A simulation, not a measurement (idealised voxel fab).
This section sets out a process module, namely voxel capacitor over wiring.
This is section cut - it's 265 nm across, gridded in 5 nm square cells.
Cross-section layout: square cells on a grid; listed as bands, top to bottom; a band spans one or more cell rows.
Each band's line starts with the height of the band's top and of its bottom, in nm. Then come its materials from left to right, each with its width in nm. One material with "edge to edge" fills the band from edge to edge. "blank" is empty space.
Zero point of the height axis is 0; under it, received wafer = one material. Lowest band: continues down indefinitely, "0..down".
Width spec "30..40" -> top row of cells at first value, bottom row at second value, equal per-row change in between.
Any step labelled "remained unchanged" changed none of the cells in the cross-section.
"Unvented internal voids" contains a list of empty spaces, each no smaller than 8 cells and without an open way to the top, written in the form width x height at distance with the distance from the left edge and all three in nm.
Heads up: the bit after the settings on a step's line is the simulator's remark on that step.
A step line may carry the setting "overlay nm", which, for steps involving a mask, states the distance by which the mask lay to the right of its intended position; negative values denote displacement to the left.

-- The process steps that were planned are listed below
| 1 | RECEIVE with material Si |
| 2 | CONFORMAL_DEP with material SiO2, thk nm 15 |
| 3 | CONFORMAL_DEP with material SiN, thk nm 5 |
| 4 | DIRECTIONAL_DEP with material SiO2, thk nm 20 |
| 5 | PATTERN with tone open, mask id METAL_1, material resist, width nm 30, pitch nm 80, thk nm 15, overlay nm 0 |
| 6 | DIRECTIONAL_ETCH with etch materials SiO2, depth nm 20 |
| 7 | DIRECTIONAL_ETCH with etch materials SiN, depth nm 5 |
| 8 | STRIP with etch materials resist |
| 9 | CONFORMAL_DEP with material TiN, thk nm 5 |
| 10 | FILL_DEP with material Ru, thk nm 5 |
| 11 | CMP with height nm 40 |
| 12 | EPI with material Ru, thk nm 5 |
| 13 | FILL_DEP with material SiCN, thk nm 5 |
| 14 | DIRECTIONAL_DEP with material SiO2, thk nm 20 |
| 15 | MASKED_ETCH with tone open, mask id PLUG_1, width nm 15, etch materials SiO2, depth nm 20, overlay nm 0 |
| 16 | MASKED_ETCH with tone open, mask id PLUG_1, width nm 15, etch materials SiCN, depth nm 5, overlay nm 0 |
| 17 | EPI with material Ru, thk nm 10 |
| 18 | EPI with material Ru, thk nm 10 |
| 19 | EPI with material Ru, thk nm 5 |
| 20 | DIRECTIONAL_DEP with material TiN, thk nm 10 |
| 21 | DIRECTIONAL_DEP with material Al2O3, thk nm 5 |
| 22 | DIRECTIONAL_DEP with material TiN, thk nm 10 |
| 23 | DIRECTIONAL_DEP with material aC, thk nm 15 |
| 24 | PATTERN with tone cover, mask id UPPER_PLATE, material resist, width nm 45, thk nm 30, overlay nm 0 |
| 25 | DIRECTIONAL_ETCH with etch materials aC, depth nm 15 |
| 26 | STRIP with etch materials resist |
| 27 | DIRECTIONAL_ETCH with etch materials TiN, depth nm 10 |
| 28 | DIRECTIONAL_ETCH with etch materials Al2O3, depth nm 5 |
| 29 | STRIP with etch materials aC |
| 30 | MASKED_ETCH with tone cover, mask id LOWER_PLATE, width nm 65, etch materials TiN, depth nm 10, overlay nm 0 |
| 31 | FILL_DEP with material SiO2, thk nm 15 |
| 32 | CMP with height nm 105 |
| 33 | DIRECTIONAL_DEP with material aC, thk nm 10 |
| 34 | PATTERN with tone open, mask id PLUG_2, material resist, width nm 15, thk nm 30, overlay nm 0 |
| 35 | DIRECTIONAL_ETCH with etch materials aC, depth nm 10 |
| 36 | STRIP with etch materials resist |
| 37 | DIRECTIONAL_ETCH with etch materials SiO2, depth nm 10 |
| 38 | STRIP with etch materials aC |
| 39 | CONFORMAL_DEP with material TiN, thk nm 5 |
| 40 | FILL_DEP with material Cu, thk nm 5 |
| 41 | CMP with height nm 105 |
| 42 | CONFORMAL_DEP with material SiCN, thk nm 5 |
The wafers in this document start out alike and differ in the width nm applied at step 24; the plan shows the value used for the first wafer.

-- First of several wafers (as received, post step 1), cross-sectional view
* 0..down: Si edge to edge
* Unvented internal voids: none

-- first wafer at the end, after step 42
* 110..105: SiCN edge to edge
* 105..100: SiO2 100 nm | TiN 5 nm | Cu 5 nm | TiN 5 nm | SiO2 150 nm
* 100..95: SiO2 100 nm | TiN 15 nm | SiO2 150 nm
* 95..85: SiO2 95 nm | TiN 45 nm | SiO2 125 nm
* 85..80: SiO2 95 nm | Al2O3 45 nm | SiO2 125 nm
* 80..70: SiO2 85 nm | TiN 65 nm | SiO2 115 nm
* 70..50: SiO2 90 nm | Ru 15 nm | SiO2 160 nm
* 50..45: SiCN 90 nm | Ru 15 nm | SiCN 160 nm
* 45..40: SiCN 70 nm | Ru 40 nm | SiCN 40 nm | Ru 40 nm | SiCN 75 nm
* 40..20: SiO2 75 nm | TiN 5 nm | Ru 20 nm | TiN 5 nm | SiO2 50 nm | TiN 5 nm | Ru 20 nm | TiN 5 nm | SiO2 80 nm
* 20..15: SiN 75 nm | TiN 30 nm | SiN 50 nm | TiN 30 nm | SiN 80 nm
* 15..0: SiO2 edge to edge
* 0..down: Si edge to edge
* Unvented internal voids: none

-- Module end, final wafer: cross-section
* 110..105: SiCN edge to edge
* 105..100: SiO2 100 nm | TiN 5 nm | Cu 5 nm | TiN 5 nm | SiO2 150 nm
* 100..95: SiO2 100 nm | TiN 15 nm | SiO2 150 nm
* 95..85: SiO2 85 nm | TiN 65 nm | SiO2 115 nm
* 85..80: SiO2 85 nm | Al2O3 70 nm | SiO2 110 nm
* 80..70: SiO2 85 nm | TiN 70 nm | SiO2 110 nm
* 70..50: SiO2 90 nm | Ru 15 nm | SiO2 160 nm
* 50..45: SiCN 90 nm | Ru 15 nm | SiCN 160 nm
* 45..40: SiCN 70 nm | Ru 40 nm | SiCN 40 nm | Ru 40 nm | SiCN 75 nm
* 40..20: SiO2 75 nm | TiN 5 nm | Ru 20 nm | TiN 5 nm | SiO2 50 nm | TiN 5 nm | Ru 20 nm | TiN 5 nm | SiO2 80 nm
* 20..15: SiN 75 nm | TiN 30 nm | SiN 50 nm | TiN 30 nm | SiN 80 nm
* 15..0: SiO2 edge to edge
* 0..down: Si edge to edge
* Unvented internal voids: none

-- Per-wafer rows below. For each material: cells gained (+) or lost (-) since the wafer was received, as of end of module. Then: closed voids
width nm 45 | +9 Al2O3 | +1 Cu | +63 Ru | +140 SiCN | +41 SiN | +835 SiO2 | +77 TiN | Unvented internal voids: none
width nm 50 | +10 Al2O3 | +1 Cu | +63 Ru | +140 SiCN | +41 SiN | +832 SiO2 | +79 TiN | Unvented internal voids: none
width nm 55 | +11 Al2O3 | +1 Cu | +63 Ru | +140 SiCN | +41 SiN | +829 SiO2 | +81 TiN | Unvented internal voids: none
width nm 60 | +12 Al2O3 | +1 Cu | +63 Ru | +140 SiCN | +41 SiN | +826 SiO2 | +83 TiN | Unvented internal voids: none
width nm 65 | +13 Al2O3 | +1 Cu | +63 Ru | +140 SiCN | +41 SiN | +823 SiO2 | +85 TiN | Unvented internal voids: none
width nm 70 | +14 Al2O3 | +1 Cu | +63 Ru | +140 SiCN | +41 SiN | +820 SiO2 | +87 TiN | Unvented internal voids: none
